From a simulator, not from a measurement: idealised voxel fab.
The following is a process module called voxel capacitor over wiring.
Cross-section cut: width 240 nm, square cells of 5 nm.
Format of a cross-section: grid, square cells. Given as bands. Order: top down. Band: one or more rows of cells.
Band: top and bottom heights (nm) first, top before bottom; then materials from left to right, widths in nm. "edge to edge" marks a sole material filling the band edge to edge. "blank" denotes empty space.
Measure heights from 0. That's the level where, below it, the as-received wafer is all one material. The lowest band is bottomless and extends downward; write it as in "from 0 down".
Width spec "30..40" -> top row of cells at first value, bottom row at second value, equal per-row change in between.
Step marked "no change occurred"? Then no cell in the cross-section changed in it.
Under "closed voids" you'll find the enclosed gaps, the ones with no way out to the top, that are 8 cells or bigger; each reads width x height at distance, with distance counted from the left edge, everything in nm.
If you see something after the settings on a step's line, that's the simulator's own remark about that step.
The setting "overlay nm" may be written on the line of a step. When the step uses a mask, the value reports how far to the right of the planned place the mask lay, and a negative value reports that it lay to the left.
## Process steps - plan
1) RECEIVE [material Si]
2) CONFORMAL_DEP [material SiO2] [thk nm 15]
3) DIRECTIONAL_DEP [material TiN] [thk nm 5]
4) DIRECTIONAL_DEP [material W] [thk nm 15]
5) MASKED_ETCH [tone cover] [mask id METAL_1] [width nm 30] [pitch nm 90] [etch materials W] [depth nm 15] [overlay nm 0]
6) MASKED_ETCH [tone cover] [mask id METAL_1] [width nm 30] [pitch nm 90] [etch materials TiN] [depth nm 5] [overlay nm 0]
7) FILL_DEP [material SiO2] [thk nm 10]
8) CMP [height nm 35]
9) CONFORMAL_DEP [material SiCN] [thk nm 5]
10) DIRECTIONAL_DEP [material lowk] [thk nm 20]
11) PATTERN [tone open] [mask id PLUG_1] [material resist] [width nm 15] [thk nm 20] [overlay nm -15]
12) DIRECTIONAL_ETCH [etch materials lowk] [depth nm 20]
13) DIRECTIONAL_ETCH [etch materials SiCN] [depth nm 5]
14) STRIP [etch materials resist]
15) EPI [material Ru] [thk nm 10]
16) EPI [material Ru] [thk nm 10]
17) EPI [material Ru] [thk nm 5]
18) DIRECTIONAL_DEP [material TiN] [thk nm 5]
19) DIRECTIONAL_DEP [material SiN] [thk nm 5]
20) DIRECTIONAL_DEP [material TiN] [thk nm 10]
21) PATTERN [tone cover] [mask id UPPER_PLATE] [material resist] [width nm 65] [thk nm 15] [overlay nm 0]
22) DIRECTIONAL_ETCH [etch materials TiN] [depth nm 10]
23) DIRECTIONAL_ETCH [etch materials SiN] [depth nm 5]
24) STRIP [etch materials resist]
25) MASKED_ETCH [tone cover] [mask id LOWER_PLATE] [width nm 75] [etch materials TiN] [depth nm 5] [overlay nm 0]
26) FILL_DEP [material SiO2] [thk nm 15]
27) CMP [height nm 90]
28) DIRECTIONAL_DEP [material aC] [thk nm 10]
29) PATTERN [tone open] [mask id PLUG_2] [material resist] [width nm 15] [thk nm 25] [overlay nm 0]
30) DIRECTIONAL_ETCH [etch materials aC] [depth nm 10]
31) STRIP [etch materials resist]
32) DIRECTIONAL_ETCH [etch materials SiO2] [depth nm 10]
33) STRIP [etch materials aC]
34) CONFORMAL_DEP [material TiN] [thk nm 5]
35) FILL_DEP [material Ru] [thk nm 5]
36) CMP [height nm 90]
37) CONFORMAL_DEP [material SiN] [thk nm 5]
The plan's step 11 overlay nm is the first wafer's value; the wafers differ in this setting and start identical.
## First of several wafers, received after step 1, in cross-section
from 0 down = Si edge to edge
closed voids: none
## Cross-sectional representation of the first of several wafers at the end of the module, i.e. after its terminal step, step 37
from 95 to 90 = SiN edge to edge
from 90 to 85 = SiO2 85 nm, then TiN 5 nm, then Ru 5 nm, then TiN 5 nm, then SiO2 140 nm
from 85 to 80 = SiO2 85 nm, then TiN 15 nm, then SiO2 140 nm
from 80 to 70 = SiO2 75 nm, then TiN 65 nm, then SiO2 100 nm
from 70 to 65 = SiO2 75 nm, then SiN 65 nm, then SiO2 100 nm
from 65 to 60 = SiO2 70 nm, then TiN 75 nm, then SiO2 95 nm
from 60 to 40 = lowk 60 nm, then Ru 15 nm, then lowk 165 nm
from 40 to 35 = SiCN 60 nm, then Ru 15 nm, then SiCN 165 nm
from 35 to 20 = SiO2 60 nm, then W 30 nm, then SiO2 60 nm, then W 30 nm, then SiO2 60 nm
from 20 to 15 = SiO2 60 nm, then TiN 30 nm, then SiO2 60 nm, then TiN 30 nm, then SiO2 60 nm
from 15 to 0 = SiO2 edge to edge
from 0 down = Si edge to edge
closed voids: none
## last wafer at the end
from 95 to 90 = SiN edge to edge
from 90 to 85 = SiO2 85 nm, then TiN 5 nm, then Ru 5 nm, then TiN 5 nm, then SiO2 140 nm
from 85 to 80 = SiO2 85 nm, then TiN 15 nm, then SiO2 140 nm
from 80 to 70 = SiO2 75 nm, then TiN 15 nm, then SiO2 15 nm, then TiN 35 nm, then SiO2 100 nm
from 70 to 65 = SiO2 75 nm, then SiN 15 nm, then SiO2 15 nm, then SiN 35 nm, then SiO2 100 nm
from 65 to 60 = SiO2 70 nm, then TiN 20 nm, then SiO2 15 nm, then TiN 40 nm, then SiO2 95 nm
from 60 to 55 = lowk 90 nm, then SiO2 15 nm, then lowk 135 nm
from 55 to 45 = lowk 90 nm, then TiN 15 nm, then lowk 135 nm
from 45 to 40 = lowk 90 nm, then SiN 15 nm, then lowk 135 nm
from 40 to 35 = SiCN 90 nm, then TiN 15 nm, then SiCN 135 nm
from 35 to 20 = SiO2 60 nm, then W 30 nm, then SiO2 60 nm, then W 30 nm, then SiO2 60 nm
from 20 to 15 = SiO2 60 nm, then TiN 30 nm, then SiO2 60 nm, then TiN 30 nm, then SiO2 60 nm
from 15 to 0 = SiO2 edge to edge
from 0 down = Si edge to edge
closed voids: none
## Below: a row per wafer. Contents at end of module: for every material, cells gained since receipt (+) or lost since receipt (-); then closed voids
overlay nm -15, +16 Ru, +45 SiCN, +61 SiN, +516 SiO2, +58 TiN, +36 W, +180 lowk, closed voids: none
overlay nm -10, +16 Ru, +45 SiCN, +61 SiN, +516 SiO2, +58 TiN, +36 W, +180 lowk, closed voids: none
overlay nm -5, +16 Ru, +45 SiCN, +61 SiN, +516 SiO2, +58 TiN, +36 W, +180 lowk, closed voids: none
overlay nm 0, +16 Ru, +45 SiCN, +61 SiN, +516 SiO2, +58 TiN, +36 W, +180 lowk, closed voids: none
overlay nm 5, +16 Ru, +45 SiCN, +61 SiN, +516 SiO2, +58 TiN, +36 W, +180 lowk, closed voids: none
overlay nm 10, +16 Ru, +45 SiCN, +61 SiN, +516 SiO2, +58 TiN, +36 W, +180 lowk, closed voids: none
overlay nm 15, +1 Ru, +45 SiCN, +61 SiN, +531 SiO2, +58 TiN, +36 W, +180 lowk, closed voids: none
